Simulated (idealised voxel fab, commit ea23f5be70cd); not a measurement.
Process module, titled voxel capacitor over wiring
Square cell edge 5 nm, section width 180 nm, ID cut.
Notation: cross-section as square-cell grid; stated in bands, top first, going down; one or more cell rows per band.
Band: top and bottom heights (nm) first, top before bottom; then materials from left to right, widths in nm. "everywhere" marks a sole material filling the band edge to edge. "empty" denotes empty space.
Beneath 0, the wafer as received is one material, and that level is where height counting begins. The lowest band goes on downward without a bottom; it is written like "0 and below".
You'd read "30 to 40" like this: the band's top row of cells is as wide as the first number, its bottom row is as wide as the second, and going down, every row changes width by the same amount as the row before did.
"nothing different" for a step: no cell of the cross-section changed in that step.
You'll see "Completely sealed voids" listing empty spaces that have no way open to the top, as long as they're 8 cells or more; the notation is width x height at distance, where the distance is from the left edge, and all of it is in nm.
Step line, after settings: the simulator's comment on this step.
What "overlay nm" on a step's line means: if the step has a mask, that mask lay this far to the right of its planned place, or, when the value is negative, to the left.
# The following list gives the planned process steps
| 1 | RECEIVE [material Si] |
| 2 | CONFORMAL_DEP [material SiO2] [thk nm 10] |
| 3 | CONFORMAL_DEP [material SiN] [thk nm 5] |
| 4 | DIRECTIONAL_DEP [material lowk] [thk nm 15] |
| 5 | DIRECTIONAL_DEP [material aC] [thk nm 10] |
| 6 | PATTERN [tone open] [mask id METAL_1] [material resist] [width nm 20] [pitch nm 80] [thk nm 30] [overlay nm 0] |
| 7 | DIRECTIONAL_ETCH [etch materials aC] [depth nm 10] |
| 8 | STRIP [etch materials resist] |
| 9 | DIRECTIONAL_ETCH [etch materials lowk] [depth nm 15] |
| 10 | DIRECTIONAL_ETCH [etch materials SiN] [depth nm 5] |
| 11 | STRIP [etch materials aC] |
| 12 | CONFORMAL_DEP [material TiN] [thk nm 5] |
| 13 | FILL_DEP [material W] [thk nm 10] |
| 14 | CMP [height nm 30] |
| 15 | EPI [material Ru] [thk nm 5] |
| 16 | FILL_DEP [material SiCN] [thk nm 5] |
| 17 | DIRECTIONAL_DEP [material lowk] [thk nm 20] |
| 18 | MASKED_ETCH [tone open] [mask id PLUG_1] [width nm 15] [etch materials lowk] [depth nm 20] [overlay nm 0] |
| 19 | MASKED_ETCH [tone open] [mask id PLUG_1] [width nm 15] [etch materials SiCN] [depth nm 5] [overlay nm 0] |
| 20 | CONFORMAL_DEP [material TiN] [thk nm 5] |
| 21 | FILL_DEP [material Cu] [thk nm 10] |
| 22 | CMP [height nm 60] |
| 23 | DIRECTIONAL_DEP [material TiN] [thk nm 10] |
| 24 | DIRECTIONAL_DEP [material Al2O3] [thk nm 5] |
| 25 | DIRECTIONAL_DEP [material TiN] [thk nm 10] |
| 26 | DIRECTIONAL_DEP [material aC] [thk nm 10] |
| 27 | PATTERN [tone cover] [mask id UPPER_PLATE] [material resist] [width nm 65] [thk nm 30] [overlay nm 0] |
| 28 | DIRECTIONAL_ETCH [etch materials aC] [depth nm 10] |
| 29 | STRIP [etch materials resist] |
| 30 | DIRECTIONAL_ETCH [etch materials TiN] [depth nm 10] |
| 31 | DIRECTIONAL_ETCH [etch materials Al2O3] [depth nm 5] |
| 32 | STRIP [etch materials aC] |
| 33 | DIRECTIONAL_DEP [material aC] [thk nm 15] |
| 34 | PATTERN [tone cover] [mask id LOWER_PLATE] [material resist] [width nm 75] [thk nm 30] [overlay nm 0] |
| 35 | DIRECTIONAL_ETCH [etch materials aC] [depth nm 15] |
| 36 | STRIP [etch materials resist] |
| 37 | DIRECTIONAL_ETCH [etch materials TiN] [depth nm 10] |
| 38 | STRIP [etch materials aC] |
| 39 | FILL_DEP [material SiO2] [thk nm 15] |
| 40 | CMP [height nm 95] |
| 41 | MASKED_ETCH [tone open] [mask id PLUG_2] [width nm 15] [etch materials SiO2] [depth nm 10] [overlay nm 0] |
| 42 | CONFORMAL_DEP [material TiN] [thk nm 5] |
| 43 | FILL_DEP [material W] [thk nm 10] |
| 44 | CMP [height nm 95] |
| 45 | CONFORMAL_DEP [material SiCN] [thk nm 5] |
# On the first of the two wafers: run conducted according to plan
# Cross-section of the wafer as it came to us, i.e., already through step 1
	0 and below  Si everywhere
	Completely sealed voids: none
# Cross-section of the wafer after step 2
	10 down to 0  SiO2 everywhere
	Heights below 0 show no change.
# Cross-section of the wafer after step 3
	15 down to 10  SiN everywhere
	Heights below 10 show no change.
# Cross-section of the wafer after step 4
	30 down to 15  lowk everywhere
	Heights below 15 show no change.
# Cross-section of the wafer after step 5
	40 down to 30  aC everywhere
	Heights below 30 show no change.
# Cross-section of the wafer after step 6
	70 down to 40  resist 40 nm, then empty 20 nm, then resist 60 nm, then empty 20 nm, then resist 40 nm
	Heights below 40 show no change.
# Cross-section of the wafer after step 7
	60 down to 40  resist 40 nm, then empty 20 nm, then resist 60 nm, then empty 20 nm, then resist 40 nm
	40 down to 30  aC 40 nm, then empty 20 nm, then aC 60 nm, then empty 20 nm, then aC 40 nm
	Heights below 30 show no change.
# Cross-section of the wafer after step 8
	40 down to 30  aC 40 nm, then empty 20 nm, then aC 60 nm, then empty 20 nm, then aC 40 nm
	Heights below 30 show no change.
# Cross-section of the wafer after step 9
	40 down to 30  aC 40 nm, then empty 20 nm, then aC 60 nm, then empty 20 nm, then aC 40 nm
	30 down to 15  lowk 40 nm, then empty 20 nm, then lowk 60 nm, then empty 20 nm, then lowk 40 nm
	Heights below 15 show no change.
# Cross-section of the wafer after step 10
	40 down to 30  aC 40 nm, then empty 20 nm, then aC 60 nm, then empty 20 nm, then aC 40 nm
	30 down to 15  lowk 40 nm, then empty 20 nm, then lowk 60 nm, then empty 20 nm, then lowk 40 nm
	15 down to 10  SiN 40 nm, then empty 20 nm, then SiN 60 nm, then empty 20 nm, then SiN 40 nm
	Heights below 10 show no change.
# Cross-section of the wafer after step 11
	30 down to 15  lowk 40 nm, then empty 20 nm, then lowk 60 nm, then empty 20 nm, then lowk 40 nm
	Heights below 15 show no change.
# Cross-section of the wafer after step 12
	35 down to 30  TiN 45 nm, then empty 10 nm, then TiN 70 nm, then empty 10 nm, then TiN 45 nm
	30 down to 15  lowk 40 nm, then TiN 5 nm, then empty 10 nm, then TiN 5 nm, then lowk 60 nm, then TiN 5 nm, then empty 10 nm, then TiN 5 nm, then lowk 40 nm
	15 down to 10  SiN 40 nm, then TiN 20 nm, then SiN 60 nm, then TiN 20 nm, then SiN 40 nm
	Heights below 10 show no change.
# Cross-section of the wafer after step 13
	45 down to 35  W everywhere
	35 down to 30  TiN 45 nm, then W 10 nm, then TiN 70 nm, then W 10 nm, then TiN 45 nm
	30 down to 15  lowk 40 nm, then TiN 5 nm, then W 10 nm, then TiN 5 nm, then lowk 60 nm, then TiN 5 nm, then W 10 nm, then TiN 5 nm, then lowk 40 nm
	Heights below 15 show no change.
# Cross-section of the wafer after step 14
	30 down to 15  lowk 40 nm, then TiN 5 nm, then W 10 nm, then TiN 5 nm, then lowk 60 nm, then TiN 5 nm, then W 10 nm, then TiN 5 nm, then lowk 40 nm
	Heights below 15 show no change.
# Cross-section of the wafer after step 15
	35 down to 30  empty 35 nm, then Ru 30 nm, then empty 50 nm, then Ru 30 nm, then empty 35 nm
	Heights below 30 show no change.
# Cross-section of the wafer after step 16
	40 down to 35  SiCN everywhere
	35 down to 30  SiCN 35 nm, then Ru 30 nm, then SiCN 50 nm, then Ru 30 nm, then SiCN 35 nm
	Heights below 30 show no change.
# Cross-section of the wafer after step 17
	60 down to 40  lowk everywhere
	Heights below 40 show no change.
# Cross-section of the wafer after step 18
	60 down to 40  lowk 45 nm, then empty 15 nm, then lowk 120 nm
	Heights below 40 show no change.
# Cross-section of the wafer after step 19
	60 down to 40  lowk 45 nm, then empty 15 nm, then lowk 120 nm
	40 down to 35  SiCN 45 nm, then empty 15 nm, then SiCN 120 nm
	Heights below 35 show no change.
# Cross-section of the wafer after step 20
	65 down to 60  TiN 50 nm, then empty 5 nm, then TiN 125 nm
	60 down to 40  lowk 45 nm, then TiN 5 nm, then empty 5 nm, then TiN 5 nm, then lowk 120 nm
	40 down to 35  SiCN 45 nm, then TiN 15 nm, then SiCN 120 nm
	Heights below 35 show no change.
# Cross-section of the wafer after step 21
	75 down to 65  Cu everywhere
	65 down to 60  TiN 50 nm, then Cu 5 nm, then TiN 125 nm
	60 down to 40  lowk 45 nm, then TiN 5 nm, then Cu 5 nm, then TiN 5 nm, then lowk 120 nm
	Heights below 40 show no change.
# Cross-section of the wafer after step 22
	60 down to 40  lowk 45 nm, then TiN 5 nm, then Cu 5 nm, then TiN 5 nm, then lowk 120 nm
	Heights below 40 show no change.
# Cross-section of the wafer after step 23
	70 down to 60  TiN everywhere
	Heights below 60 show no change.
# Cross-section of the wafer after step 24
	75 down to 70  Al2O3 everywhere
	Heights below 70 show no change.
# Cross-section of the wafer after step 25
	85 down to 75  TiN everywhere
	Heights below 75 show no change.
# Cross-section of the wafer after step 26
	95 down to 85  aC everywhere
	Heights below 85 show no change.
# Cross-section of the wafer after step 27
	125 down to 95  empty 45 nm, then resist 65 nm, then empty 70 nm
	Heights below 95 show no change.
# Cross-section of the wafer after step 28
	115 down to 95  empty 45 nm, then resist 65 nm, then empty 70 nm
	95 down to 85  empty 45 nm, then aC 65 nm, then empty 70 nm
	Heights below 85 show no change.
# Cross-section of the wafer after step 29
	95 down to 85  empty 45 nm, then aC 65 nm, then empty 70 nm
	Heights below 85 show no change.
# Cross-section of the wafer after step 30
	95 down to 85  empty 45 nm, then aC 65 nm, then empty 70 nm
	85 down to 75  empty 45 nm, then TiN 65 nm, then empty 70 nm
	Heights below 75 show no change.
# Cross-section of the wafer after step 31
	95 down to 85  empty 45 nm, then aC 65 nm, then empty 70 nm
	85 down to 75  empty 45 nm, then TiN 65 nm, then empty 70 nm
	75 down to 70  empty 45 nm, then Al2O3 65 nm, then empty 70 nm
	Heights below 70 show no change.
# Cross-section of the wafer after step 32
	85 down to 75  empty 45 nm, then TiN 65 nm, then empty 70 nm
	Heights below 75 show no change.
# Cross-section of the wafer after step 33
	100 down to 85  empty 45 nm, then aC 65 nm, then empty 70 nm
	85 down to 75  aC 45 nm, then TiN 65 nm, then aC 70 nm
	75 down to 70  aC 45 nm, then Al2O3 65 nm, then aC 70 nm
	Heights below 70 show no change.
# Cross-section of the wafer after step 34
	130 down to 100  empty 40 nm, then resist 75 nm, then empty 65 nm
	100 down to 85  empty 40 nm, then resist 5 nm, then aC 65 nm, then resist 5 nm, then empty 65 nm
	Heights below 85 show no change.
# Cross-section of the wafer after step 35
	115 down to 100  empty 40 nm, then resist 75 nm, then empty 65 nm
	100 down to 85  empty 40 nm, then resist 5 nm, then aC 65 nm, then resist 5 nm, then empty 65 nm
	85 down to 75  empty 40 nm, then aC 5 nm, then TiN 65 nm, then aC 5 nm, then empty 65 nm
	75 down to 70  empty 40 nm, then aC 5 nm, then Al2O3 65 nm, then aC 5 nm, then empty 65 nm
	Heights below 70 show no change.
# Cross-section of the wafer after step 36
	100 down to 85  empty 45 nm, then aC 65 nm, then empty 70 nm
	Heights below 85 show no change.
# Cross-section of the wafer after step 37
	100 down to 85  empty 45 nm, then aC 65 nm, then empty 70 nm
	85 down to 75  empty 40 nm, then aC 5 nm, then TiN 65 nm, then aC 5 nm, then empty 65 nm
	75 down to 70  empty 40 nm, then aC 5 nm, then Al2O3 65 nm, then aC 5 nm, then empty 65 nm
	70 down to 60  empty 40 nm, then TiN 75 nm, then empty 65 nm
	Heights below 60 show no change.
# Cross-section of the wafer after step 38
	85 down to 75  empty 45 nm, then TiN 65 nm, then empty 70 nm
	75 down to 70  empty 45 nm, then Al2O3 65 nm, then empty 70 nm
	Heights below 70 show no change.
# Cross-section of the wafer after step 39
	100 down to 85  SiO2 everywhere
	85 down to 75  SiO2 45 nm, then TiN 65 nm, then SiO2 70 nm
	75 down to 70  SiO2 45 nm, then Al2O3 65 nm, then SiO2 70 nm
	70 down to 60  SiO2 40 nm, then TiN 75 nm, then SiO2 65 nm
	Heights below 60 show no change.
# Cross-section of the wafer after step 40
	95 down to 85  SiO2 everywhere
	Heights below 85 show no change.
# Cross-section of the wafer after step 41
	95 down to 85  SiO2 55 nm, then empty 15 nm, then SiO2 110 nm
	Heights below 85 show no change.
# Cross-section of the wafer after step 42
	100 down to 95  TiN 60 nm, then empty 5 nm, then TiN 115 nm
	95 down to 90  SiO2 55 nm, then TiN 5 nm, then empty 5 nm, then TiN 5 nm, then SiO2 110 nm
	90 down to 85  SiO2 55 nm, then TiN 15 nm, then SiO2 110 nm
	Heights below 85 show no change.
# Cross-section of the wafer after step 43
	110 down to 100  W everywhere
	100 down to 95  TiN 60 nm, then W 5 nm, then TiN 115 nm
	95 down to 90  SiO2 55 nm, then TiN 5 nm, then W 5 nm, then TiN 5 nm, then SiO2 110 nm
	Heights below 90 show no change.
# Cross-section of the wafer after step 44
	95 down to 90  SiO2 55 nm, then TiN 5 nm, then W 5 nm, then TiN 5 nm, then SiO2 110 nm
	Heights below 90 show no change.
# Cross-section of the wafer after step 45
	100 down to 95  SiCN everywhere
	Heights below 95 show no change.
# Wafer two. Identical start, identical plan. One mistake in execution. Identical history through step 43
# Second wafer, sectioned view, at step 44's planned end time
	95 down to 90  SiO2 55 nm, then TiN 5 nm, then W 5 nm, then TiN 5 nm, then SiO2 110 nm
	Heights below 90 show no change.
# Second wafer, sectioned view, at step 45's planned end time
	100 down to 95  SiCN everywhere
	Heights below 95 show no change.
Deviation from plan: heads up, step 44 of the plan got done twice
If you compare the two wafers at the end, their cross-sections are the same, so as far as this model is concerned the mistake changes nothing.
